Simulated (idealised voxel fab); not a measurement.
This section sets out a process module, namely voxel wiring stack.
The cross-section shown here is cut; it is 280 nm wide and divided into square cells measuring 5 nm on a side.
Cross-section layout: square cells on a grid; listed as bands, top to bottom; a band spans one or more cell rows.
Per band: top height and bottom height in nm, followed by the left-to-right materials and their widths in nm; "throughout" marks a single material spanning edge to edge, "empty" marks empty space.
Heads up on the height convention: 0 is the point under which the incoming wafer is all one material, and the lowest band has no bottom, it just keeps going down, like "z 0 and below".
Read "30->40" as a graded width: first number on top, second number at the bottom, same change between each pair of neighbouring rows.
Step marked "identical to before"? Then no cell in the cross-section changed in it.
"Unvented internal voids": empty spaces of 8 cells or more with no open way to the top, each given as width x height at distance, distance from the left edge, all in nm.
Heads up: the bit after the settings on a step's line is the simulator's remark on that step.
On any step carrying a mask, the "overlay nm" setting, if present on the step's line, tells how far right of its planned place the mask lay; negative values point to the left.

# List of planned process steps
step 1: RECEIVE, material Si
step 2: CONFORMAL_DEP, material SiO2, thk nm 15
step 3: CONFORMAL_DEP, material SiN, thk nm 5
step 4: DIRECTIONAL_DEP, material lowk, thk nm 15
step 5: DIRECTIONAL_DEP, material aC, thk nm 15
step 6: PATTERN, tone open, mask id METAL_1, material resist, width nm 25, pitch nm 55, thk nm 35, overlay nm 0
step 7: DIRECTIONAL_ETCH, etch materials aC, depth nm 15
step 8: STRIP, etch materials resist
step 9: DIRECTIONAL_ETCH, etch materials lowk, depth nm 15
step 10: DIRECTIONAL_ETCH, etch materials SiN, depth nm 5
step 11: STRIP, etch materials aC
step 12: CONFORMAL_DEP, material TiN, thk nm 5
step 13: FILL_DEP, material Cu, thk nm 10
step 14: CMP, height nm 35
step 15: EPI, material Ru, thk nm 5
step 16: FILL_DEP, material SiCN, thk nm 5
step 17: DIRECTIONAL_DEP, material SiO2, thk nm 25
step 18: MASKED_ETCH, tone open, mask id METAL_2, width nm 15, pitch nm 55, etch materials SiO2, depth nm 15, overlay nm 0
step 19: PATTERN, tone open, mask id METAL_2_HOLES, material resist, width nm 15, thk nm 20, overlay nm 0
step 20: DIRECTIONAL_ETCH, etch materials SiO2, depth nm 10
step 21: DIRECTIONAL_ETCH, etch materials SiCN, depth nm 5
step 22: STRIP, etch materials resist
step 23: CONFORMAL_DEP, material TiN, thk nm 5
step 24: FILL_DEP, material Cu, thk nm 5
step 25: CMP, height nm 70
step 26: CONFORMAL_DEP, material SiCN, thk nm 5
step 27: DIRECTIONAL_DEP, material SiO2, thk nm 30
step 28: PATTERN, tone open, mask id METAL_3, material resist, width nm 25, pitch nm 55, thk nm 15, overlay nm 0
step 29: DIRECTIONAL_ETCH, etch materials SiO2, depth nm 15
step 30: STRIP, etch materials resist
step 31: PATTERN, tone open, mask id METAL_3_HOLES, material resist, width nm 15, pitch nm 55, thk nm 15, overlay nm 0
step 32: DIRECTIONAL_ETCH, etch materials SiO2, depth nm 15
step 33: DIRECTIONAL_ETCH, etch materials SiCN, depth nm 5
step 34: STRIP, etch materials resist
step 35: CONFORMAL_DEP, material TiN, thk nm 5
step 36: FILL_DEP, material Ru, thk nm 10
step 37: CMP, height nm 105
step 38: CONFORMAL_DEP, material SiCN, thk nm 5
What sets these wafers apart? The width nm at step 18. They all start alike, and the plan carries the first wafer's value.

# After step 1, as received: first of several wafers, cross-section
	z 0 and below = Si throughout
	Unvented internal voids: none

# Below: a row per wafer. Contents at end of module: for every material, cells gained since receipt (+) or lost since receipt (-); then closed voids
width nm 15 | +23 Cu | +34 Ru | +202 SiCN | +46 SiN | +712 SiO2 | +77 TiN | +138 lowk | Unvented internal voids: none
width nm 20 | +27 Cu | +34 Ru | +202 SiCN | +46 SiN | +706 SiO2 | +79 TiN | +138 lowk | Unvented internal voids: none
width nm 25 | +33 Cu | +34 Ru | +201 SiCN | +46 SiN | +700 SiO2 | +80 TiN | +138 lowk | Unvented internal voids: none
width nm 30 | +37 Cu | +34 Ru | +201 SiCN | +46 SiN | +694 SiO2 | +82 TiN | +138 lowk | Unvented internal voids: none
width nm 35 | +41 Cu | +34 Ru | +201 SiCN | +46 SiN | +688 SiO2 | +84 TiN | +138 lowk | Unvented internal voids: none
width nm 40 | +45 Cu | +34 Ru | +201 SiCN | +46 SiN | +682 SiO2 | +86 TiN | +138 lowk | Unvented internal voids: none
